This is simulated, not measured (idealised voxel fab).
A process module follows: voxel quadruple lines.
Pictured: cross-section cut, 280 nm wide, on a grid of 5 nm square cells.
Cross-section spec: square-cell grid; bands listed top down; each band is one or more rows.
Heads up on the band format: heights come first, top then bottom, in nm. After that it's the materials left to right, each with its width in nm. A single material flagged "full width" fills the whole band edge to edge, and "empty" means there's empty space there.
A quick word on heights: they are counted from 0, and under that level the wafer as it came to us is one material throughout. The lowest band is different from the rest in having no bottom; it simply continues downward, written as in "top 0, no bottom".
Graded width ("30..40"): value in top row of band = first number; value in bottom row = second number; row-to-row change constant.
Basically "no change occurred" means that step didn't change any cell in the cross-section.
Empty spaces counting at least 8 cells and having no open way to the top are listed in "Fully closed voids". The notation width x height at distance is used for each, the distance being from the left edge and all three values in nm.
Formally, on a step line, whatever follows the settings is a remark that the simulator itself makes on the step.
overlay nm: on a step with a mask, how far right of its planned place the mask lay; negative means left.

THE FOLLOWING LIST GIVES THE PLANNED PROCESS STEPS
1. op RECEIVE | material Si
2. op CONFORMAL_DEP | material SiO2 | thk nm 5
3. op DIRECTIONAL_DEP | material W | thk nm 15
4. op DIRECTIONAL_DEP | material polySi | thk nm 20
5. op DIRECTIONAL_DEP | material aC | thk nm 20
6. op PATTERN | tone cover | mask id MANDREL | material resist | width nm 25 | thk nm 30 | overlay nm 0
7. op DIRECTIONAL_ETCH | etch materials aC | depth nm 20
8. op STRIP | etch materials resist
9. op CONFORMAL_DEP | material SiO2 | thk nm 15
10. op DIRECTIONAL_ETCH | etch materials SiO2 | depth nm 15
11. op STRIP | etch materials aC
12. op DIRECTIONAL_ETCH | etch materials polySi | depth nm 20
13. op STRIP | etch materials SiO2
14. op CONFORMAL_DEP | material SiCN | thk nm 5
15. op DIRECTIONAL_ETCH | etch materials SiCN | depth nm 5
16. op STRIP | etch materials polySi
17. op DIRECTIONAL_ETCH | etch materials W | depth nm 15
18. op STRIP | etch materials SiCN

WAFER AS RECEIVED: CROSS-SECTION FOLLOWING STEP 1
	top 0, no bottom  Si full width
	Fully closed voids: none

CROSS-SECTIONAL RESULT AFTER MODULE COMPLETION. NOTE: STARTING CONDITION AND PLAN ARE UNCHANGED FROM ABOVE; ONE PROCESSING MISTAKE WAS MADE
	top 20, bottom 5  empty 110; W 5; empty 15; W 5; empty 10; W 5; empty 15; W 5; empty 110
	top 5, bottom 0  SiO2 full width
	top 0, no bottom  Si full width
	Fully closed voids: none
Deviation from plan: step 6 was not run as planned; what actually ran was op PATTERN | tone cover | mask id MANDREL | material resist | width nm 20 | thk nm 30 | overlay nm 0
